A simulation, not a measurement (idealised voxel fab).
Process module in this document: voxel capacitor over wiring
The cross-section on display is named cut; it measures 270 nm wide, and its cells are 5 nm squares.
Cross-section, as written here: a square-cell grid given band by band from the top down, where a band holds one or more rows of cells.
Read a band's entry like this: the first values are the height of its top and the height of its bottom in nm, and what follows is the sequence of materials from left to right, each with its width in nm. Note that "empty" is empty space, and that a single material marked "everywhere" reaches across the band from edge to edge.
It should be noted that heights are counted from 0, beneath which the wafer as supplied is of one material throughout, and that the lowest band possesses no lower boundary but continues downward, as written in "0 nm and below".
Quick explanation for "30..40": the width changes in equal steps down the rows of cells, from the first number in the band's top row to the second number in its bottom row.
The cross-section has no changed cell in any step marked "no modifications".
In "Sealed void listing" the enclosed voids are listed, meaning empty spaces of 8 cells or larger without any opening to the top. The form is width x height at distance, distance from the left edge, units nm.
That trailing text on a step's line, after the settings, is the simulator's own remark on the step.
A step line may carry the setting "overlay nm", which, for steps involving a mask, states the distance by which the mask lay to the right of its intended position; negative values denote displacement to the left.
The following list gives the planned process steps
1. RECEIVE [material Si]
2. CONFORMAL_DEP [material SiO2] [thk nm 15]
3. CONFORMAL_DEP [material SiCN] [thk nm 5]
4. DIRECTIONAL_DEP [material lowk] [thk nm 15]
5. PATTERN [tone open] [mask id METAL_1] [material resist] [width nm 25] [pitch nm 95] [thk nm 15] [overlay nm 0]
6. DIRECTIONAL_ETCH [etch materials lowk] [depth nm 15]
7. DIRECTIONAL_ETCH [etch materials SiCN] [depth nm 5]
8. STRIP [etch materials resist]
9. CONFORMAL_DEP [material TiN] [thk nm 5]
10. FILL_DEP [material W] [thk nm 10]
11. CMP [height nm 35]
12. EPI [material Ru] [thk nm 5]
13. FILL_DEP [material SiCN] [thk nm 5]
14. DIRECTIONAL_DEP [material SiO2] [thk nm 15]
15. MASKED_ETCH [tone open] [mask id PLUG_1] [width nm 15] [etch materials SiO2] [depth nm 15] [overlay nm 0]
16. MASKED_ETCH [tone open] [mask id PLUG_1] [width nm 15] [etch materials SiCN] [depth nm 5] [overlay nm 0]
17. EPI [material Ru] [thk nm 10]
18. EPI [material Ru] [thk nm 10]
19. DIRECTIONAL_DEP [material TiN] [thk nm 5]
20. DIRECTIONAL_DEP [material SiN] [thk nm 5]
21. DIRECTIONAL_DEP [material TiN] [thk nm 10]
22. MASKED_ETCH [tone cover] [mask id UPPER_PLATE] [width nm 75] [etch materials TiN] [depth nm 10] [overlay nm 0]
23. MASKED_ETCH [tone cover] [mask id UPPER_PLATE] [width nm 75] [etch materials SiN] [depth nm 5] [overlay nm 0]
24. DIRECTIONAL_DEP [material aC] [thk nm 10]
25. PATTERN [tone cover] [mask id LOWER_PLATE] [material resist] [width nm 85] [thk nm 25] [overlay nm 0]
26. DIRECTIONAL_ETCH [etch materials aC] [depth nm 10]
27. STRIP [etch materials resist]
28. DIRECTIONAL_ETCH [etch materials TiN] [depth nm 5]
29. STRIP [etch materials aC]
30. FILL_DEP [material SiO2] [thk nm 20]
31. CMP [height nm 95]
32. PATTERN [tone open] [mask id PLUG_2] [material resist] [width nm 15] [thk nm 20] [overlay nm 0]
33. DIRECTIONAL_ETCH [etch materials SiO2] [depth nm 15]
34. STRIP [etch materials resist]
35. CONFORMAL_DEP [material TiN] [thk nm 5]
36. FILL_DEP [material W] [thk nm 10]
37. CMP [height nm 95]
38. CONFORMAL_DEP [material SiCN] [thk nm 5]
Wafer as received: cross-section following step 1
- 0 nm and below: Si everywhere
- Sealed void listing: none
Cross-sectional image of the first of two wafers at the end of the module, the run having proceeded as planned
- 100 nm to 95 nm: SiCN everywhere
- 95 nm to 85 nm: SiO2 95 nm | TiN 5 nm | W 5 nm | TiN 5 nm | SiO2 160 nm
- 85 nm to 80 nm: SiO2 95 nm | TiN 15 nm | SiO2 160 nm
- 80 nm to 70 nm: SiO2 85 nm | TiN 75 nm | SiO2 110 nm
- 70 nm to 65 nm: SiO2 85 nm | SiN 75 nm | SiO2 110 nm
- 65 nm to 60 nm: SiO2 80 nm | TiN 85 nm | SiO2 105 nm
- 60 nm to 45 nm: SiO2 85 nm | Ru 15 nm | SiO2 170 nm
- 45 nm to 40 nm: SiCN 85 nm | Ru 15 nm | SiCN 170 nm
- 40 nm to 35 nm: SiCN 70 nm | Ru 35 nm | SiCN 60 nm | Ru 35 nm | SiCN 70 nm
- 35 nm to 20 nm: lowk 75 nm | TiN 5 nm | W 15 nm | TiN 5 nm | lowk 70 nm | TiN 5 nm | W 15 nm | TiN 5 nm | lowk 75 nm
- 20 nm to 15 nm: SiCN 75 nm | TiN 25 nm | SiCN 70 nm | TiN 25 nm | SiCN 75 nm
- 15 nm to 0 nm: SiO2 everywhere
- 0 nm and below: Si everywhere
- Sealed void listing: none
Wafer two cross-section, module end. Start and plan unchanged from wafer one; one mistake made during the run
- 110 nm to 105 nm: SiCN everywhere
- 105 nm to 100 nm: W everywhere
- 100 nm to 95 nm: TiN 100 nm | W 5 nm | TiN 165 nm
- 95 nm to 85 nm: SiO2 95 nm | TiN 5 nm | W 5 nm | TiN 5 nm | SiO2 160 nm
- 85 nm to 80 nm: SiO2 95 nm | TiN 15 nm | SiO2 160 nm
- 80 nm to 70 nm: SiO2 85 nm | TiN 75 nm | SiO2 110 nm
- 70 nm to 65 nm: SiO2 85 nm | SiN 75 nm | SiO2 110 nm
- 65 nm to 60 nm: SiO2 80 nm | TiN 85 nm | SiO2 105 nm
- 60 nm to 45 nm: SiO2 85 nm | Ru 15 nm | SiO2 170 nm
- 45 nm to 40 nm: SiCN 85 nm | Ru 15 nm | SiCN 170 nm
- 40 nm to 35 nm: SiCN 70 nm | Ru 35 nm | SiCN 60 nm | Ru 35 nm | SiCN 70 nm
- 35 nm to 20 nm: lowk 75 nm | TiN 5 nm | W 15 nm | TiN 5 nm | lowk 70 nm | TiN 5 nm | W 15 nm | TiN 5 nm | lowk 75 nm
- 20 nm to 15 nm: SiCN 75 nm | TiN 25 nm | SiCN 70 nm | TiN 25 nm | SiCN 75 nm
- 15 nm to 0 nm: SiO2 everywhere
- 0 nm and below: Si everywhere
- Sealed void listing: none
It is concluded that the wafer was processed incorrectly with respect to the plan, in that not per plan at step 37, really ran CMP [height nm 105]
At the finish, the second wafer shows more or fewer cells for some materials than the first does: TiN: 53 more; W: 55 more
